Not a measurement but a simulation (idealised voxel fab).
Module name: voxel air gaps (process module)
Displayed cross-section: cut, width of 165 nm, square cells sized 5 nm.
Notation: cross-section as square-cell grid; stated in bands, top first, going down; one or more cell rows per band.
Top height, bottom height, nm. Materials left to right, width each, nm. Single material + "throughout" = fills band edge to edge. "air" = empty.
Convention: height 0 is the level below which the wafer, as received, is all one material. The lowest band does not terminate at the bottom but continues downward, represented as "from 0 down".
A two-number width, for instance "30..40", indicates that the width is equal to the first number in the top row of the band and to the second number in the bottom row, and that it changes by a constant amount per row of cells.
Given "no modifications" for a step, no cell of the cross-section differs between before and after that step.
Entry "Closed void list". Content: empty spaces with no open connection to the top, size 8 cells or greater. Each: width x height at distance. Distance: from left edge. Unit: nm.
Read whatever lies past the settings on a step's line as the simulator's own remark about the step.
overlay nm: how far to the right of its planned place the mask lay on this masked step (negative: to the left).
Steps planned for the process:
1. RECEIVE (material Si)
2. CONFORMAL_DEP (material SiO2; thk nm 15)
3. CONFORMAL_DEP (material SiCN; thk nm 5)
4. DIRECTIONAL_DEP (material lowk; thk nm 30)
5. DIRECTIONAL_DEP (material aC; thk nm 10)
6. PATTERN (tone open; mask id LINES; material resist; width nm 20; pitch nm 45; thk nm 25; overlay nm -10)
7. DIRECTIONAL_ETCH (etch materials aC; depth nm 10)
8. STRIP (etch materials resist)
9. DIRECTIONAL_ETCH (etch materials lowk; depth nm 30)
10. STRIP (etch materials aC)
11. CONFORMAL_DEP (material TiN; thk nm 5)
12. FILL_DEP (material Ru; thk nm 5)
13. CMP (height nm 50)
14. EPI (material Ru; thk nm 10)
15. SELECTIVE_ETCH (etch materials lowk; depth nm 40)
16. CONFORMAL_DEP (material SiCN; thk nm 5)
The plan's step 6 overlay nm is the first wafer's value; the wafers differ in this setting and start identical.
As-received cross-section, first of several wafers, post step 1:
  from 0 down: Si throughout
  Closed void list: none
Cross-section after step 16, the final step of the module, for the first of several wafers:
  from 65 to 60: SiCN 140 nm  air 25 nm
  from 60 to 50: SiCN 5 nm  Ru 40 nm  SiCN 5 nm  Ru 40 nm  SiCN 5 nm  Ru 40 nm  SiCN 5 nm  air 25 nm
  from 50 to 45: SiCN 15 nm  TiN 5 nm  Ru 10 nm  TiN 5 nm  SiCN 25 nm  TiN 5 nm  Ru 10 nm  TiN 5 nm  SiCN 25 nm  TiN 5 nm  Ru 10 nm  TiN 5 nm  SiCN 15 nm  air 25 nm
  from 45 to 25: air 10 nm  SiCN 5 nm  TiN 5 nm  Ru 10 nm  TiN 5 nm  SiCN 5 nm  air 15 nm  SiCN 5 nm  TiN 5 nm  Ru 10 nm  TiN 5 nm  SiCN 5 nm  air 15 nm  SiCN 5 nm  TiN 5 nm  Ru 10 nm  TiN 5 nm  SiCN 5 nm  air 35 nm
  from 25 to 20: SiCN 15 nm  TiN 20 nm  SiCN 25 nm  TiN 20 nm  SiCN 25 nm  TiN 20 nm  SiCN 40 nm
  from 20 to 15: SiCN throughout
  from 15 to 0: SiO2 throughout
  from 0 down: Si throughout
  Closed void list: 10 x 20 at 0; 15 x 20 at 40; 15 x 20 at 85
Final wafer cross-section at module end:
  from 65 to 60: air 25 nm  SiCN 140 nm
  from 60 to 50: air 25 nm  SiCN 5 nm  Ru 40 nm  SiCN 5 nm  Ru 40 nm  SiCN 5 nm  Ru 40 nm  SiCN 5 nm
  from 50 to 45: air 25 nm  SiCN 15 nm  TiN 5 nm  Ru 10 nm  TiN 5 nm  SiCN 25 nm  TiN 5 nm  Ru 10 nm  TiN 5 nm  SiCN 25 nm  TiN 5 nm  Ru 10 nm  TiN 5 nm  SiCN 15 nm
  from 45 to 25: air 35 nm  SiCN 5 nm  TiN 5 nm  Ru 10 nm  TiN 5 nm  SiCN 5 nm  air 15 nm  SiCN 5 nm  TiN 5 nm  Ru 10 nm  TiN 5 nm  SiCN 5 nm  air 15 nm  SiCN 5 nm  TiN 5 nm  Ru 10 nm  TiN 5 nm  SiCN 5 nm  air 10 nm
  from 25 to 20: SiCN 40 nm  TiN 20 nm  SiCN 25 nm  TiN 20 nm  SiCN 25 nm  TiN 20 nm  SiCN 15 nm
  from 20 to 15: SiCN throughout
  from 15 to 0: SiO2 throughout
  from 0 down: Si throughout
  Closed void list: 15 x 20 at 65; 15 x 20 at 110; 10 x 20 at 155
Rows = wafers. At module end, each row lists per material the cells gained (+) or lost (-) since the wafer was received, then the closed voids:
overlay nm -10, +78 Ru, +130 SiCN, +99 SiO2, +42 TiN, Closed void list: 10 x 20 at 0; 15 x 20 at 40; 15 x 20 at 85
overlay nm -5, +78 Ru, +130 SiCN, +99 SiO2, +42 TiN, Closed void list: 15 x 20 at 45; 15 x 20 at 90
overlay nm 0, +78 Ru, +130 SiCN, +99 SiO2, +42 TiN, Closed void list: 15 x 20 at 50; 15 x 20 at 95
overlay nm 5, +78 Ru, +130 SiCN, +99 SiO2, +42 TiN, Closed void list: 15 x 20 at 55; 15 x 20 at 100
overlay nm 10, +78 Ru, +130 SiCN, +99 SiO2, +42 TiN, Closed void list: 15 x 20 at 60; 15 x 20 at 105
overlay nm 15, +78 Ru, +130 SiCN, +99 SiO2, +42 TiN, Closed void list: 15 x 20 at 65; 15 x 20 at 110; 10 x 20 at 155
